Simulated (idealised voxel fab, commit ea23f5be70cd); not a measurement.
Documented hereafter: the process module known as voxel self aligned vias.
Cross-sectional view cut (width: 225 nm; square cell size: 5 nm).
Reading order for cross-sections: top band down to bottom band. Underlying form: a grid of square cells. Band size: one or more rows of cells.
Read a band's entry like this: the first values are the height of its top and the height of its bottom in nm, and what follows is the sequence of materials from left to right, each with its width in nm. Note that "empty" is empty space, and that a single material marked "everywhere" reaches across the band from edge to edge.
Where do heights start? At 0: under that level the wafer as delivered is made of one material only. And the lowest band has no floor; it just carries on downward, as in "0 nm and below".
The expression "30 to 40" gives the width at the extremes of the band, the first number at its top row of cells and the second at its bottom row, with the width changing by equal amounts from each row to the next in between.
"no alterations made" for a step: no cell of the cross-section changed in that step.
What "Enclosed void listing" gives you is every empty space of 8 cells or more that is cut off from the top. Each appears as width x height at distance, with the distance taken from the left edge and width, height and distance all in nm.
On each step's line, the part that comes after the settings is the simulator's own comment on the step.
"overlay nm" answers the question of how far to the right of plan the mask lay on a step that has a mask, and when it is negative the answer is to the left.
## Process steps - plan
1,RECEIVE with material Si
2,CONFORMAL_DEP with material SiO2, thk nm 10
3,CONFORMAL_DEP with material SiCN, thk nm 5
4,DIRECTIONAL_DEP with material lowk, thk nm 20
5,MASKED_ETCH with tone open, mask id LINES, width nm 30, pitch nm 55, etch materials lowk, depth nm 20, overlay nm 0
6,CONFORMAL_DEP with material TiN, thk nm 5
7,FILL_DEP with material Ru, thk nm 10
8,CMP with height nm 35
9,SELECTIVE_ETCH with etch materials W Ru TiN, depth nm 5
10,FILL_DEP with material SiN, thk nm 5
11,CMP with height nm 35
12,DIRECTIONAL_DEP with material lowk, thk nm 15
13,DIRECTIONAL_DEP with material aC, thk nm 10
14,PATTERN with tone open, mask id VIAS, material resist, width nm 40, pitch nm 55, thk nm 30, overlay nm 0
15,DIRECTIONAL_ETCH with etch materials aC, depth nm 10
16,STRIP with etch materials resist
17,DIRECTIONAL_ETCH with etch materials lowk, depth nm 15
18,DIRECTIONAL_ETCH with etch materials SiN, depth nm 5
19,STRIP with etch materials aC
20,CONFORMAL_DEP with material TiN, thk nm 5
21,FILL_DEP with material Ru, thk nm 10
22,CMP with height nm 50
23,CONFORMAL_DEP with material SiN, thk nm 5
## Shown in cross-section is the wafer as received, that is, as it stands after step 1
  0 nm and below  Si everywhere
  Enclosed void listing: none
## Cross-sectional view of the first of the two wafers upon completion of the module, processed in accordance with the plan
  55 nm to 50 nm  SiN everywhere
  50 nm to 40 nm  lowk=35, then TiN=5, then Ru=30, then TiN=5, then lowk=15, then TiN=5, then Ru=30, then TiN=5, then lowk=15, then TiN=5, then Ru=30, then TiN=5, then lowk=40
  40 nm to 35 nm  lowk=35, then TiN=10, then Ru=20, then TiN=10, then lowk=15, then TiN=10, then Ru=20, then TiN=10, then lowk=15, then TiN=10, then Ru=20, then TiN=10, then lowk=40
  35 nm to 30 nm  lowk=40, then TiN=30, then lowk=25, then TiN=30, then lowk=25, then TiN=30, then lowk=45
  30 nm to 20 nm  lowk=40, then TiN=5, then Ru=20, then TiN=5, then lowk=25, then TiN=5, then Ru=20, then TiN=5, then lowk=25, then TiN=5, then Ru=20, then TiN=5, then lowk=45
  20 nm to 15 nm  lowk=40, then TiN=30, then lowk=25, then TiN=30, then lowk=25, then TiN=30, then lowk=45
  15 nm to 10 nm  SiCN everywhere
  10 nm to 0 nm  SiO2 everywhere
  0 nm and below  Si everywhere
  Enclosed void listing: none
## Wafer two, sectioned after the module: the first wafer's start, the first wafer's plan, and one mistake in how it was run
  55 nm to 50 nm  SiN everywhere
  50 nm to 35 nm  lowk=35, then TiN=5, then Ru=30, then TiN=5, then lowk=15, then TiN=5, then Ru=30, then TiN=5, then lowk=15, then TiN=5, then Ru=30, then TiN=5, then lowk=40
  35 nm to 30 nm  lowk=35, then TiN=40, then lowk=15, then TiN=40, then lowk=15, then TiN=40, then lowk=40
  30 nm to 20 nm  lowk=35, then TiN=10, then Ru=20, then TiN=10, then lowk=15, then TiN=10, then Ru=20, then TiN=10, then lowk=15, then TiN=10, then Ru=20, then TiN=10, then lowk=40
  20 nm to 15 nm  lowk=40, then TiN=30, then lowk=25, then TiN=30, then lowk=25, then TiN=30, then lowk=45
  15 nm to 10 nm  SiCN everywhere
  10 nm to 0 nm  SiO2 everywhere
  0 nm and below  Si everywhere
  Enclosed void listing: none
Where did the run depart from the plan? step 17, plan: ran twice
The final cell counts differ between the wafers, with the second having more or fewer of some materials than the first: +6 Ru; +12 TiN; -18 lowk
